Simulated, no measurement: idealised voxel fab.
process module | voxel capacitor over wiring
cross-section cut | 295 nm wide | cells 5 nm
A cross-section is a grid of square cells, given in bands from the top down. A band is one or more rows of cells.
Each band's line starts with the height of the band's top and of its bottom, in nm. Then come its materials from left to right, each with its width in nm. One material with "throughout" fills the band from edge to edge. "air" is empty space.
Height 0 is the level under which the wafer as received is all one material. The lowest band goes on downwards, as in "0 down".
A width such as "30 to 40" changes by the same amount from each row of cells to the next, from the band's top row to its bottom row.
"no change" after a step means that no cell of the cross-section changed.
closed voids: empty space of 8 cells or more with no open way to the top, each as width x height at its distance from the left edge, in nm
after a step's settings: what the simulator itself notes on the step
overlay nm, on a step with a mask: how far to the right of its planned place the mask lay; to the left if negative
plan
1 op RECEIVE | material Si
2 op CONFORMAL_DEP | material SiO2 | thk nm 15
3 op CONFORMAL_DEP | material SiCN | thk nm 5
4 op DIRECTIONAL_DEP | material lowk | thk nm 15
5 op DIRECTIONAL_DEP | material aC | thk nm 10
6 op PATTERN | tone open | mask id METAL_1 | material resist | width nm 20 | pitch nm 85 | thk nm 30 | overlay nm 0
7 op DIRECTIONAL_ETCH | etch materials aC | depth nm 10
8 op STRIP | etch materials resist
9 op DIRECTIONAL_ETCH | etch materials lowk | depth nm 15
10 op DIRECTIONAL_ETCH | etch materials SiCN | depth nm 5
11 op STRIP | etch materials aC
12 op CONFORMAL_DEP | material TiN | thk nm 5
13 op FILL_DEP | material Cu | thk nm 10
14 op CMP | height nm 35
15 op CONFORMAL_DEP | material SiCN | thk nm 5
16 op DIRECTIONAL_DEP | material SiO2 | thk nm 20
17 op PATTERN | tone open | mask id PLUG_1 | material resist | width nm 15 | thk nm 20 | overlay nm 0
18 op DIRECTIONAL_ETCH | etch materials SiO2 | depth nm 20
19 op DIRECTIONAL_ETCH | etch materials SiCN | depth nm 5
20 op STRIP | etch materials resist
21 op EPI | material Ru | thk nm 10
22 op EPI | material Ru | thk nm 10
23 op EPI | material Ru | thk nm 5
24 op DIRECTIONAL_DEP | material TiN | thk nm 5
25 op DIRECTIONAL_DEP | material HfO2 | thk nm 5
26 op DIRECTIONAL_DEP | material TiN | thk nm 5
27 op DIRECTIONAL_DEP | material aC | thk nm 15
28 op PATTERN | tone cover | mask id UPPER_PLATE | material resist | width nm 70 | thk nm 35 | overlay nm 0
29 op DIRECTIONAL_ETCH | etch materials aC | depth nm 15
30 op STRIP | etch materials resist
31 op DIRECTIONAL_ETCH | etch materials TiN | depth nm 5
32 op DIRECTIONAL_ETCH | etch materials HfO2 | depth nm 5
33 op STRIP | etch materials aC
34 op DIRECTIONAL_DEP | material aC | thk nm 15
35 op PATTERN | tone cover | mask id LOWER_PLATE | material resist | width nm 80 | thk nm 35 | overlay nm 0
36 op DIRECTIONAL_ETCH | etch materials aC | depth nm 15
37 op STRIP | etch materials resist
38 op DIRECTIONAL_ETCH | etch materials TiN | depth nm 5
39 op STRIP | etch materials aC
40 op FILL_DEP | material SiO2 | thk nm 20
41 op CMP | height nm 90
42 op DIRECTIONAL_DEP | material aC | thk nm 15
43 op PATTERN | tone open | mask id PLUG_2 | material resist | width nm 15 | thk nm 35 | overlay nm 0
44 op DIRECTIONAL_ETCH | etch materials aC | depth nm 15
45 op STRIP | etch materials resist
46 op DIRECTIONAL_ETCH | etch materials SiO2 | depth nm 15
47 op STRIP | etch materials aC
48 op CONFORMAL_DEP | material TiN | thk nm 5
49 op FILL_DEP | material Cu | thk nm 10
50 op CMP | height nm 90
51 op CONFORMAL_DEP | material SiCN | thk nm 5
first wafer, as planned
as received, after step 1
  0 down: Si throughout
  closed voids: none
after step 2
  15 to 0: SiO2 throughout
  below 0: unchanged
after step 3
  20 to 15: SiCN throughout
  below 15: unchanged
after step 4
  35 to 20: lowk throughout
  below 20: unchanged
after step 5
  45 to 35: aC throughout
  below 35: unchanged
after step 6
  75 to 45: resist 95 | air 20 | resist 65 | air 20 | resist 95
  below 45: unchanged
after step 7
  65 to 45: resist 95 | air 20 | resist 65 | air 20 | resist 95
  45 to 35: aC 95 | air 20 | aC 65 | air 20 | aC 95
  below 35: unchanged
after step 8
  45 to 35: aC 95 | air 20 | aC 65 | air 20 | aC 95
  below 35: unchanged
after step 9
  45 to 35: aC 95 | air 20 | aC 65 | air 20 | aC 95
  35 to 20: lowk 95 | air 20 | lowk 65 | air 20 | lowk 95
  below 20: unchanged
after step 10
  45 to 35: aC 95 | air 20 | aC 65 | air 20 | aC 95
  35 to 20: lowk 95 | air 20 | lowk 65 | air 20 | lowk 95
  20 to 15: SiCN 95 | air 20 | SiCN 65 | air 20 | SiCN 95
  below 15: unchanged
after step 11
  35 to 20: lowk 95 | air 20 | lowk 65 | air 20 | lowk 95
  below 20: unchanged
after step 12
  40 to 35: TiN 100 | air 10 | TiN 75 | air 10 | TiN 100
  35 to 20: lowk 95 | TiN 5 | air 10 | TiN 5 | lowk 65 | TiN 5 | air 10 | TiN 5 | lowk 95
  20 to 15: SiCN 95 | TiN 20 | SiCN 65 | TiN 20 | SiCN 95
  below 15: unchanged
after step 13
  50 to 40: Cu throughout
  40 to 35: TiN 100 | Cu 10 | TiN 75 | Cu 10 | TiN 100
  35 to 20: lowk 95 | TiN 5 | Cu 10 | TiN 5 | lowk 65 | TiN 5 | Cu 10 | TiN 5 | lowk 95
  below 20: unchanged
after step 14
  35 to 20: lowk 95 | TiN 5 | Cu 10 | TiN 5 | lowk 65 | TiN 5 | Cu 10 | TiN 5 | lowk 95
  below 20: unchanged
after step 15
  40 to 35: SiCN throughout
  below 35: unchanged
after step 16
  60 to 40: SiO2 throughout
  below 40: unchanged
after step 17
  80 to 60: resist 100 | air 15 | resist 180
  below 60: unchanged
after step 18
  80 to 60: resist 100 | air 15 | resist 180
  60 to 40: SiO2 100 | air 15 | SiO2 180
  below 40: unchanged
after step 19
  80 to 60: resist 100 | air 15 | resist 180
  60 to 40: SiO2 100 | air 15 | SiO2 180
  40 to 35: SiCN 100 | air 15 | SiCN 180
  below 35: unchanged
after step 20
  60 to 40: SiO2 100 | air 15 | SiO2 180
  below 40: unchanged
after step 21
  60 to 45: SiO2 100 | air 15 | SiO2 180
  45 to 40: SiO2 100 | Ru 15 | SiO2 180
  40 to 35: SiCN 100 | Ru 15 | SiCN 180
  below 35: unchanged
after step 22
  60 to 55: SiO2 100 | air 15 | SiO2 180
  55 to 40: SiO2 100 | Ru 15 | SiO2 180
  below 40: unchanged
after step 23
  60 to 40: SiO2 100 | Ru 15 | SiO2 180
  below 40: unchanged
after step 24
  65 to 60: TiN throughout
  below 60: unchanged
after step 25
  70 to 65: HfO2 throughout
  below 65: unchanged
after step 26
  75 to 70: TiN throughout
  below 70: unchanged
after step 27
  90 to 75: aC throughout
  below 75: unchanged
after step 28
  125 to 90: air 100 | resist 70 | air 125
  below 90: unchanged
after step 29
  110 to 90: air 100 | resist 70 | air 125
  90 to 75: air 100 | aC 70 | air 125
  below 75: unchanged
after step 30
  90 to 75: air 100 | aC 70 | air 125
  below 75: unchanged
after step 31
  90 to 75: air 100 | aC 70 | air 125
  75 to 70: air 100 | TiN 70 | air 125
  below 70: unchanged
after step 32
  90 to 75: air 100 | aC 70 | air 125
  75 to 70: air 100 | TiN 70 | air 125
  70 to 65: air 100 | HfO2 70 | air 125
  below 65: unchanged
after step 33
  75 to 70: air 100 | TiN 70 | air 125
  below 70: unchanged
after step 34
  90 to 80: air 100 | aC 70 | air 125
  80 to 75: aC throughout
  75 to 70: aC 100 | TiN 70 | aC 125
  70 to 65: aC 100 | HfO2 70 | aC 125
  below 65: unchanged
after step 35
  125 to 90: air 95 | resist 80 | air 120
  90 to 80: air 95 | resist 5 | aC 70 | resist 5 | air 120
  below 80: unchanged
after step 36
  110 to 90: air 95 | resist 80 | air 120
  90 to 80: air 95 | resist 5 | aC 70 | resist 5 | air 120
  80 to 75: air 95 | aC 80 | air 120
  75 to 70: air 95 | aC 5 | TiN 70 | aC 5 | air 120
  70 to 65: air 95 | aC 5 | HfO2 70 | aC 5 | air 120
  below 65: unchanged
after step 37
  90 to 80: air 100 | aC 70 | air 125
  below 80: unchanged
after step 38
  90 to 80: air 100 | aC 70 | air 125
  80 to 75: air 95 | aC 80 | air 120
  75 to 70: air 95 | aC 5 | TiN 70 | aC 5 | air 120
  70 to 65: air 95 | aC 5 | HfO2 70 | aC 5 | air 120
  65 to 60: air 95 | TiN 80 | air 120
  below 60: unchanged
after step 39
  75 to 70: air 100 | TiN 70 | air 125
  70 to 65: air 100 | HfO2 70 | air 125
  below 65: unchanged
after step 40
  95 to 75: SiO2 throughout
  75 to 70: SiO2 100 | TiN 70 | SiO2 125
  70 to 65: SiO2 100 | HfO2 70 | SiO2 125
  65 to 60: SiO2 95 | TiN 80 | SiO2 120
  below 60: unchanged
after step 41
  90 to 75: SiO2 throughout
  below 75: unchanged
after step 42
  105 to 90: aC throughout
  below 90: unchanged
after step 43
  140 to 105: resist 110 | air 15 | resist 170
  below 105: unchanged
after step 44
  125 to 105: resist 110 | air 15 | resist 170
  105 to 90: aC 110 | air 15 | aC 170
  below 90: unchanged
after step 45
  105 to 90: aC 110 | air 15 | aC 170
  below 90: unchanged
after step 46
  105 to 90: aC 110 | air 15 | aC 170
  90 to 75: SiO2 110 | air 15 | SiO2 170
  below 75: unchanged
after step 47
  90 to 75: SiO2 110 | air 15 | SiO2 170
  below 75: unchanged
after step 48
  95 to 90: TiN 115 | air 5 | TiN 175
  90 to 80: SiO2 110 | TiN 5 | air 5 | TiN 5 | SiO2 170
  80 to 70: SiO2 110 to 100 | TiN 15 to 70 | SiO2 170 to 125
  below 70: unchanged
after step 49
  105 to 95: Cu throughout
  95 to 90: TiN 115 | Cu 5 | TiN 175
  90 to 80: SiO2 110 | TiN 5 | Cu 5 | TiN 5 | SiO2 170
  below 80: unchanged
after step 50
  90 to 80: SiO2 110 | TiN 5 | Cu 5 | TiN 5 | SiO2 170
  below 80: unchanged
after step 51
  95 to 90: SiCN throughout
  below 90: unchanged
second wafer: like start, like plan, one mistake. Through step 34 it matches the first wafer
when step 35 should have ended
  125 to 90: air 100 | resist 70 | air 125
  below 90: unchanged
when step 36 should have ended
  110 to 90: air 100 | resist 70 | air 125
  90 to 75: air 100 | aC 70 | air 125
  75 to 70: air 100 | TiN 70 | air 125
  70 to 65: air 100 | HfO2 70 | air 125
  below 65: unchanged
when step 37 should have ended
  90 to 75: air 100 | aC 70 | air 125
  below 75: unchanged
when step 38 should have ended
  90 to 75: air 100 | aC 70 | air 125
  75 to 70: air 100 | TiN 70 | air 125
  70 to 65: air 100 | HfO2 70 | air 125
  65 to 60: air 100 | TiN 70 | air 125
  below 60: unchanged
when step 39 should have ended
  75 to 70: air 100 | TiN 70 | air 125
  below 70: unchanged
when step 40 should have ended
  95 to 75: SiO2 throughout
  75 to 70: SiO2 100 | TiN 70 | SiO2 125
  70 to 65: SiO2 100 | HfO2 70 | SiO2 125
  65 to 60: SiO2 100 | TiN 70 | SiO2 125
  below 60: unchanged
when step 41 should have ended
  90 to 75: SiO2 throughout
  below 75: unchanged
when step 42 should have ended
  105 to 90: aC throughout
  below 90: unchanged
when step 43 should have ended
  140 to 105: resist 110 | air 15 | resist 170
  below 105: unchanged
when step 44 should have ended
  125 to 105: resist 110 | air 15 | resist 170
  105 to 90: aC 110 | air 15 | aC 170
  below 90: unchanged
when step 45 should have ended
  105 to 90: aC 110 | air 15 | aC 170
  below 90: unchanged
when step 46 should have ended
  105 to 90: aC 110 | air 15 | aC 170
  90 to 75: SiO2 110 | air 15 | SiO2 170
  below 75: unchanged
when step 47 should have ended
  90 to 75: SiO2 110 | air 15 | SiO2 170
  below 75: unchanged
when step 48 should have ended
  95 to 90: TiN 115 | air 5 | TiN 175
  90 to 80: SiO2 110 | TiN 5 | air 5 | TiN 5 | SiO2 170
  80 to 70: SiO2 110 to 100 | TiN 15 to 70 | SiO2 170 to 125
  below 70: unchanged
when step 49 should have ended
  105 to 95: Cu throughout
  95 to 90: TiN 115 | Cu 5 | TiN 175
  90 to 80: SiO2 110 | TiN 5 | Cu 5 | TiN 5 | SiO2 170
  below 80: unchanged
when step 50 should have ended
  90 to 80: SiO2 110 | TiN 5 | Cu 5 | TiN 5 | SiO2 170
  below 80: unchanged
when step 51 should have ended
  95 to 90: SiCN throughout
  below 90: unchanged
what went wrong: step 35 ran as: op PATTERN | tone cover | mask id LOWER_PLATE | material resist | width nm 70 | thk nm 35 | overlay nm 0
at the end the second wafer has, in cells: 2 more of SiO2 | 2 fewer of TiN
